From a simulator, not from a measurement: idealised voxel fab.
Process module in this document: voxel self aligned vias
Section cut is 200 nm wide and gridded with 5 nm square cells.
Cross-section format: a grid of square cells, given as bands from top to bottom; each band is one or more rows of cells. Heads up on the band format: heights come first, top then bottom, in nm. After that it's the materials left to right, each with its width in nm. A single material flagged "everywhere" fills the whole band edge to edge, and "air" means there's empty space there. Height reference: 0 = level under which incoming wafer is all one material. Lowest band: no bottom, runs on downward, e.g. "0 and below". When a width is written as two numbers, as in "30..40", the first number is the width in the top row of cells of the band and the second is the width in its bottom row, and the width changes by the same amount from each row to the next. Key: "no modification" - step with no changed cell in the cross-section. "Closed empty spaces" means: voids of 8 cells or more that are shut off from the top with no open way through. Written width x height at distance, distance from the left edge, in nm. On each step's line, the part that comes after the settings is the simulator's own comment on the step. "overlay nm" on a masked step: distance the mask lay right of its planned place, negative for left.
Process steps (planned):
| 1 | RECEIVE with material Si |
| 2 | CONFORMAL_DEP with material SiO2, thk nm 10 |
| 3 | CONFORMAL_DEP with material SiCN, thk nm 5 |
| 4 | DIRECTIONAL_DEP with material lowk, thk nm 30 |
| 5 | DIRECTIONAL_DEP with material aC, thk nm 15 |
| 6 | PATTERN with tone open, mask id LINES, material resist, width nm 20, pitch nm 60, thk nm 35, overlay nm 0 |
| 7 | DIRECTIONAL_ETCH with etch materials aC, depth nm 15 |
| 8 | STRIP with etch materials resist |
| 9 | DIRECTIONAL_ETCH with etch materials lowk, depth nm 30 |
| 10 | STRIP with etch materials aC |
| 11 | CONFORMAL_DEP with material TiN, thk nm 5 |
| 12 | FILL_DEP with material W, thk nm 5 |
| 13 | CMP with height nm 45 |
| 14 | SELECTIVE_ETCH with etch materials W Ru TiN, depth nm 10 |
| 15 | FILL_DEP with material SiN, thk nm 10 |
| 16 | CMP with height nm 45 |
| 17 | DIRECTIONAL_DEP with material lowk, thk nm 20 |
| 18 | DIRECTIONAL_DEP with material aC, thk nm 10 |
| 19 | PATTERN with tone open, mask id VIAS, material resist, width nm 30, thk nm 25, overlay nm 0 |
| 20 | DIRECTIONAL_ETCH with etch materials aC, depth nm 10 |
| 21 | STRIP with etch materials resist |
| 22 | DIRECTIONAL_ETCH with etch materials lowk, depth nm 20 |
| 23 | DIRECTIONAL_ETCH with etch materials SiN, depth nm 10 |
| 24 | STRIP with etch materials aC |
| 25 | CONFORMAL_DEP with material TiN, thk nm 5 |
| 26 | FILL_DEP with material Ru, thk nm 5 |
| 27 | CMP with height nm 65 |
| 28 | CONFORMAL_DEP with material SiN, thk nm 5 |
Incoming wafer, cross-sectional view, post step 1:
  0 and below: Si everywhere
  Closed empty spaces: none
As-planned run: cross-section of the first of two wafers at end of module:
  70 down to 65: SiN everywhere
  65 down to 50: 55 nm lowk, then 5 nm TiN, then 20 nm Ru, then 5 nm TiN, then 115 nm lowk
  50 down to 45: 55 nm lowk, then 10 nm TiN, then 10 nm Ru, then 10 nm TiN, then 115 nm lowk
  45 down to 40: 60 nm lowk, then 5 nm TiN, then 10 nm Ru, then 5 nm TiN, then 40 nm lowk, then 20 nm SiN, then 60 nm lowk
  40 down to 35: 60 nm lowk, then 20 nm TiN, then 40 nm lowk, then 20 nm SiN, then 60 nm lowk
  35 down to 20: 60 nm lowk, then 5 nm TiN, then 10 nm W, then 5 nm TiN, then 40 nm lowk, then 5 nm TiN, then 10 nm W, then 5 nm TiN, then 60 nm lowk
  20 down to 15: 60 nm lowk, then 20 nm TiN, then 40 nm lowk, then 20 nm TiN, then 60 nm lowk
  15 down to 10: SiCN everywhere
  10 down to 0: SiO2 everywhere
  0 and below: Si everywhere
  Closed empty spaces: none
Wafer two, end of module, cross-section. Same start, same plan as wafer one. One mistake in the run:
  70 down to 65: SiN everywhere
  65 down to 50: 55 nm lowk, then 5 nm TiN, then 20 nm Ru, then 5 nm TiN, then 115 nm lowk
  50 down to 45: 55 nm lowk, then 15 nm TiN, then 5 nm Ru, then 10 nm TiN, then 115 nm lowk
  45 down to 40: 65 nm lowk, then 5 nm TiN, then 5 nm Ru, then 5 nm TiN, then 45 nm lowk, then 15 nm SiN, then 60 nm lowk
  40 down to 35: 65 nm lowk, then 15 nm TiN, then 45 nm lowk, then 15 nm SiN, then 60 nm lowk
  35 down to 20: 65 nm lowk, then 5 nm TiN, then 5 nm W, then 5 nm TiN, then 45 nm lowk, then 5 nm TiN, then 5 nm W, then 5 nm TiN, then 60 nm lowk
  20 down to 15: 65 nm lowk, then 15 nm TiN, then 45 nm lowk, then 15 nm TiN, then 60 nm lowk
  15 down to 10: SiCN everywhere
  10 down to 0: SiO2 everywhere
  0 and below: Si everywhere
  Closed empty spaces: none
In executing the process, a mistake was made relative to the plan: so step 6 ended up running with a different setting than we planned, it ran as PATTERN with tone open, mask id LINES, material resist, width nm 15, pitch nm 60, thk nm 35, overlay nm 0
Bottom line after processing is that, in cells, the second wafer is up or down on some materials versus the first: Ru: 2 fewer, SiN: 2 fewer, TiN: 2 fewer, W: 6 fewer, lowk: 12 more
